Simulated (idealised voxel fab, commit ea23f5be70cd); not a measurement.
process module | voxel capacitor over wiring
cross-section cut | 190 nm wide | cells 5 nm
A cross-section is a grid of square cells, given in bands from the top down. A band is one or more rows of cells.
Each band's line starts with the height of the band's top and of its bottom, in nm. Then come its materials from left to right, each with its width in nm. One material with "throughout" fills the band from edge to edge. "air" is empty space.
Height 0 is the level under which the wafer as received is all one material. The lowest band goes on downwards, as in "0 down".
A width such as "30 to 40" changes by the same amount from each row of cells to the next, from the band's top row to its bottom row.
"no change" after a step means that no cell of the cross-section changed.
closed voids: empty space of 8 cells or more with no open way to the top, each as width x height at its distance from the left edge, in nm
after a step's settings: what the simulator itself notes on the step
overlay nm, on a step with a mask: how far to the right of its planned place the mask lay; to the left if negative
plan
1 op RECEIVE | material Si
2 op CONFORMAL_DEP | material SiO2 | thk nm 10
3 op CONFORMAL_DEP | material SiN | thk nm 5
4 op DIRECTIONAL_DEP | material SiO2 | thk nm 15
5 op DIRECTIONAL_DEP | material aC | thk nm 10
6 op PATTERN | tone open | mask id METAL_1 | material resist | width nm 30 | pitch nm 80 | thk nm 30 | overlay nm 0
7 op DIRECTIONAL_ETCH | etch materials aC | depth nm 10
8 op STRIP | etch materials resist
9 op DIRECTIONAL_ETCH | etch materials SiO2 | depth nm 15
10 op DIRECTIONAL_ETCH | etch materials SiN | depth nm 5
11 op STRIP | etch materials aC
12 op CONFORMAL_DEP | material TiN | thk nm 5
13 op FILL_DEP | material Ru | thk nm 10
14 op CMP | height nm 30
15 op EPI | material Ru | thk nm 5
16 op FILL_DEP | material SiCN | thk nm 5
17 op DIRECTIONAL_DEP | material SiO2 | thk nm 10
18 op MASKED_ETCH | tone open | mask id PLUG_1 | width nm 15 | etch materials SiO2 | depth nm 10 | overlay nm 0
19 op MASKED_ETCH | tone open | mask id PLUG_1 | width nm 15 | etch materials SiCN | depth nm 5 | overlay nm 0
20 op CONFORMAL_DEP | material TiN | thk nm 5
21 op FILL_DEP | material Cu | thk nm 5
22 op CMP | height nm 50
23 op DIRECTIONAL_DEP | material TiN | thk nm 5
24 op DIRECTIONAL_DEP | material HfO2 | thk nm 5
25 op DIRECTIONAL_DEP | material TiN | thk nm 10
26 op DIRECTIONAL_DEP | material aC | thk nm 15
27 op PATTERN | tone cover | mask id UPPER_PLATE | material resist | width nm 55 | thk nm 30 | overlay nm 0
28 op DIRECTIONAL_ETCH | etch materials aC | depth nm 15
29 op STRIP | etch materials resist
30 op DIRECTIONAL_ETCH | etch materials TiN | depth nm 10
31 op DIRECTIONAL_ETCH | etch materials HfO2 | depth nm 5
32 op STRIP | etch materials aC
33 op PATTERN | tone cover | mask id LOWER_PLATE | material resist | width nm 65 | thk nm 15 | overlay nm 0
34 op DIRECTIONAL_ETCH | etch materials TiN | depth nm 5
35 op STRIP | etch materials resist
36 op FILL_DEP | material SiO2 | thk nm 20
37 op CMP | height nm 85
38 op MASKED_ETCH | tone open | mask id PLUG_2 | width nm 15 | etch materials SiO2 | depth nm 15 | overlay nm 0
39 op CONFORMAL_DEP | material TiN | thk nm 5
40 op FILL_DEP | material W | thk nm 5
41 op CMP | height nm 85
42 op CONFORMAL_DEP | material SiCN | thk nm 5
as received, after step 1
  0 down: Si throughout
  closed voids: none
first wafer at the end, as planned
  90 to 85: SiCN throughout
  85 to 75: SiO2 65 | TiN 5 | W 5 | TiN 5 | SiO2 110
  75 to 70: SiO2 65 | TiN 15 | SiO2 110
  70 to 60: SiO2 55 | TiN 55 | SiO2 80
  60 to 55: SiO2 55 | HfO2 55 | SiO2 80
  55 to 50: SiO2 50 | TiN 65 | SiO2 75
  50 to 40: SiO2 55 | TiN 5 | Cu 5 | TiN 5 | SiO2 120
  40 to 35: SiCN 55 | TiN 15 | SiCN 120
  35 to 30: SiCN 35 | Ru 40 | SiCN 40 | Ru 40 | SiCN 35
  30 to 15: SiO2 40 | TiN 5 | Ru 20 | TiN 5 | SiO2 50 | TiN 5 | Ru 20 | TiN 5 | SiO2 40
  15 to 10: SiN 40 | TiN 30 | SiN 50 | TiN 30 | SiN 40
  10 to 0: SiO2 throughout
  0 down: Si throughout
  closed voids: none
second wafer at the end: like start, like plan, one mistake
  90 to 85: SiCN throughout
  85 to 75: SiO2 65 | TiN 5 | W 5 | TiN 5 | SiO2 110
  75 to 70: SiO2 65 | TiN 15 | SiO2 110
  70 to 60: SiO2 55 | TiN 55 | SiO2 80
  60 to 55: SiO2 55 | HfO2 55 | SiO2 80
  55 to 50: SiO2 50 | TiN 65 | SiO2 75
  50 to 35: Ru throughout
  35 to 30: TiN 45 | Ru 20 | TiN 60 | Ru 20 | TiN 45
  30 to 15: SiO2 40 | TiN 5 | Ru 20 | TiN 5 | SiO2 50 | TiN 5 | Ru 20 | TiN 5 | SiO2 40
  15 to 10: SiN 40 | TiN 30 | SiN 50 | TiN 30 | SiN 40
  10 to 0: SiO2 throughout
  0 down: Si throughout
  closed voids: none
what went wrong: step 14 was left out
at the end the second wafer has, in cells: 2 fewer of Cu | 106 more of Ru | 57 fewer of SiCN | 70 fewer of SiO2 | 23 more of TiN
